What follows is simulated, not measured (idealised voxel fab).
You're looking at the process module voxel wiring stack.
Shown is cross-section cut, with a width of 230 nm and square cells of size 5 nm.
In this document a cross-section is written as a grid of square cells. It is given as a series of bands, listed from the top down, and a band is one or more rows of cells. Heads up on the band format: heights come first, top then bottom, in nm. After that it's the materials left to right, each with its width in nm. A single material flagged "edge to edge" fills the whole band edge to edge, and "blank" means there's empty space there. Note: height 0 marks the level under which the wafer is uniformly one material as received. Lowest band unbounded below, written "0 down". With a width like "30..40", each row of cells in the band differs from the next by the same amount, the top row carrying the first number and the bottom row the second. "nothing different" after a step means that no cell of the cross-section changed. Basically, "Sealed void listing" tells you about the enclosed voids: empty spaces with no open way to the top, 8 cells or bigger, each written width x height at distance, where distance is from the left edge, all in nm. Past the settings on a step's line: simulator remark, on that step. "overlay nm" on a masked step: distance the mask lay right of its planned place, negative for left.
## The planned process steps are enumerated hereunder
- 1: RECEIVE,material Si
- 2: CONFORMAL_DEP,material SiO2,thk nm 10
- 3: CONFORMAL_DEP,material SiCN,thk nm 5
- 4: DIRECTIONAL_DEP,material SiO2,thk nm 15
- 5: MASKED_ETCH,tone open,mask id METAL_1,width nm 20,pitch nm 35,etch materials SiO2,depth nm 15,overlay nm 0
- 6: MASKED_ETCH,tone open,mask id METAL_1,width nm 20,pitch nm 35,etch materials SiCN,depth nm 5,overlay nm 0
- 7: CONFORMAL_DEP,material TiN,thk nm 5
- 8: FILL_DEP,material W,thk nm 5
- 9: CMP,height nm 30
- 10: EPI,material Ru,thk nm 5
- 11: FILL_DEP,material SiCN,thk nm 5
- 12: DIRECTIONAL_DEP,material lowk,thk nm 20
- 13: MASKED_ETCH,tone open,mask id PLUG_1,width nm 15,pitch nm 35,etch materials lowk,depth nm 20,overlay nm 0
- 14: MASKED_ETCH,tone open,mask id PLUG_1,width nm 15,pitch nm 35,etch materials SiCN,depth nm 5,overlay nm 0
- 15: CONFORMAL_DEP,material TiN,thk nm 5
- 16: FILL_DEP,material Cu,thk nm 10
- 17: CMP,height nm 60
- 18: DIRECTIONAL_DEP,material TiN,thk nm 5
- 19: DIRECTIONAL_DEP,material W,thk nm 20
- 20: PATTERN,tone cover,mask id METAL_2,material resist,width nm 20,pitch nm 35,thk nm 15,overlay nm 0
- 21: DIRECTIONAL_ETCH,etch materials W,depth nm 20
- 22: DIRECTIONAL_ETCH,etch materials TiN,depth nm 5
- 23: STRIP,etch materials resist
- 24: FILL_DEP,material lowk,thk nm 10
- 25: CMP,height nm 85
- 26: CONFORMAL_DEP,material SiCN,thk nm 5
- 27: DIRECTIONAL_DEP,material SiO2,thk nm 30
- 28: DIRECTIONAL_DEP,material aC,thk nm 10
- 29: PATTERN,tone open,mask id METAL_3_HOLES,material resist,width nm 15,pitch nm 70,thk nm 25,overlay nm 0
- 30: DIRECTIONAL_ETCH,etch materials aC,depth nm 10
- 31: STRIP,etch materials resist
- 32: DIRECTIONAL_ETCH,etch materials SiO2,depth nm 30
- 33: STRIP,etch materials aC
- 34: PATTERN,tone open,mask id METAL_3,material resist,width nm 20,pitch nm 35,thk nm 20,overlay nm 0
- 35: DIRECTIONAL_ETCH,etch materials SiO2,depth nm 15
- 36: DIRECTIONAL_ETCH,etch materials SiCN,depth nm 5
- 37: STRIP,etch materials resist
- 38: CONFORMAL_DEP,material TiN,thk nm 5
- 39: FILL_DEP,material Cu,thk nm 5
- 40: CMP,height nm 120
- 41: CONFORMAL_DEP,material SiCN,thk nm 5
## As-received wafer cross-section (after step 1)
  0 down | Si edge to edge
  Sealed void listing: none
## Cross-section: first of two wafers, module finished, run according to plan
  125 to 120 | SiCN edge to edge
  120 to 110 | SiO2: 50, TiN: 5, Cu: 10, TiN: 5, SiO2: 15, TiN: 5, Cu: 10, TiN: 5, SiO2: 15, TiN: 5, Cu: 10, TiN: 5, SiO2: 15, TiN: 5, Cu: 10, TiN: 5, SiO2: 55
  110 to 105 | SiO2: 50, TiN: 5, Cu: 5, TiN: 10, SiO2: 15, TiN: 20, SiO2: 15, TiN: 5, Cu: 5, TiN: 10, SiO2: 15, TiN: 20, SiO2: 55
  105 to 90 | SiO2: 50, TiN: 5, Cu: 5, TiN: 5, SiO2: 55, TiN: 5, Cu: 5, TiN: 5, SiO2: 95
  90 to 85 | SiCN: 50, TiN: 15, SiCN: 55, TiN: 15, SiCN: 95
  85 to 65 | lowk: 50, W: 20, lowk: 15, W: 20, lowk: 15, W: 20, lowk: 15, W: 20, lowk: 55
  65 to 60 | lowk: 50, TiN: 20, lowk: 15, TiN: 20, lowk: 15, TiN: 20, lowk: 15, TiN: 20, lowk: 55
  60 to 40 | lowk: 50, TiN: 5, Cu: 5, TiN: 5, lowk: 20, TiN: 5, Cu: 5, TiN: 5, lowk: 20, TiN: 5, Cu: 5, TiN: 5, lowk: 20, TiN: 5, Cu: 5, TiN: 5, lowk: 60
  40 to 35 | SiCN: 50, TiN: 15, SiCN: 20, TiN: 15, SiCN: 20, TiN: 15, SiCN: 20, TiN: 15, SiCN: 60
  35 to 30 | SiCN: 45, Ru: 30, SiCN: 5, Ru: 30, SiCN: 5, Ru: 30, SiCN: 5, Ru: 30, SiCN: 50
  30 to 15 | SiO2: 50, TiN: 5, W: 10, TiN: 5, SiO2: 15, TiN: 5, W: 10, TiN: 5, SiO2: 15, TiN: 5, W: 10, TiN: 5, SiO2: 15, TiN: 5, W: 10, TiN: 5, SiO2: 55
  15 to 10 | SiCN: 50, TiN: 20, SiCN: 15, TiN: 20, SiCN: 15, TiN: 20, SiCN: 15, TiN: 20, SiCN: 55
  10 to 0 | SiO2 edge to edge
  0 down | Si edge to edge
  Sealed void listing: none
## Cross-sectional view of the second of two wafers upon completion of the module. This wafer shared its starting condition and process plan with the first; one error was made during its execution
  125 to 120 | SiCN edge to edge
  120 to 110 | SiO2: 50, TiN: 5, Cu: 10, TiN: 5, SiO2: 15, TiN: 5, Cu: 10, TiN: 5, SiO2: 15, TiN: 5, Cu: 10, TiN: 5, SiO2: 15, TiN: 5, Cu: 10, TiN: 5, SiO2: 55
  110 to 105 | SiO2: 50, TiN: 5, Cu: 5, TiN: 10, SiO2: 15, TiN: 20, SiO2: 15, TiN: 5, Cu: 5, TiN: 10, SiO2: 15, TiN: 20, SiO2: 55
  105 to 90 | SiO2: 50, TiN: 5, Cu: 5, TiN: 5, SiO2: 55, TiN: 5, Cu: 5, TiN: 5, SiO2: 95
  90 to 85 | SiCN: 50, TiN: 15, SiCN: 55, TiN: 15, SiCN: 95
  85 to 65 | lowk: 50, W: 20, lowk: 15, W: 20, lowk: 15, W: 20, lowk: 15, W: 20, lowk: 55
  65 to 60 | lowk: 50, TiN: 20, lowk: 15, TiN: 20, lowk: 15, TiN: 20, lowk: 15, TiN: 20, lowk: 55
  60 to 55 | SiCN: 50, TiN: 15, SiCN: 20, TiN: 15, SiCN: 20, TiN: 15, SiCN: 20, TiN: 15, SiCN: 60
  55 to 50 | SiCN: 45, lowk: 30, SiCN: 5, lowk: 30, SiCN: 5, lowk: 30, SiCN: 5, lowk: 30, SiCN: 50
  50 to 35 | lowk edge to edge
  35 to 30 | lowk: 45, Ru: 30, lowk: 5, Ru: 30, lowk: 5, Ru: 30, lowk: 5, Ru: 30, lowk: 50
  30 to 15 | SiO2: 50, TiN: 5, W: 10, TiN: 5, SiO2: 15, TiN: 5, W: 10, TiN: 5, SiO2: 15, TiN: 5, W: 10, TiN: 5, SiO2: 15, TiN: 5, W: 10, TiN: 5, SiO2: 55
  15 to 10 | SiCN: 50, TiN: 20, SiCN: 15, TiN: 20, SiCN: 15, TiN: 20, SiCN: 15, TiN: 20, SiCN: 55
  10 to 0 | SiO2 edge to edge
  0 down | Si edge to edge
  Sealed void listing: none
Deviation from plan: steps 11 and 12 of the plan were each performed in the slot designated for the other
FYI, end of process, the second wafer has more or fewer cells of some materials than the first: Cu -16 | TiN -32 | lowk +48
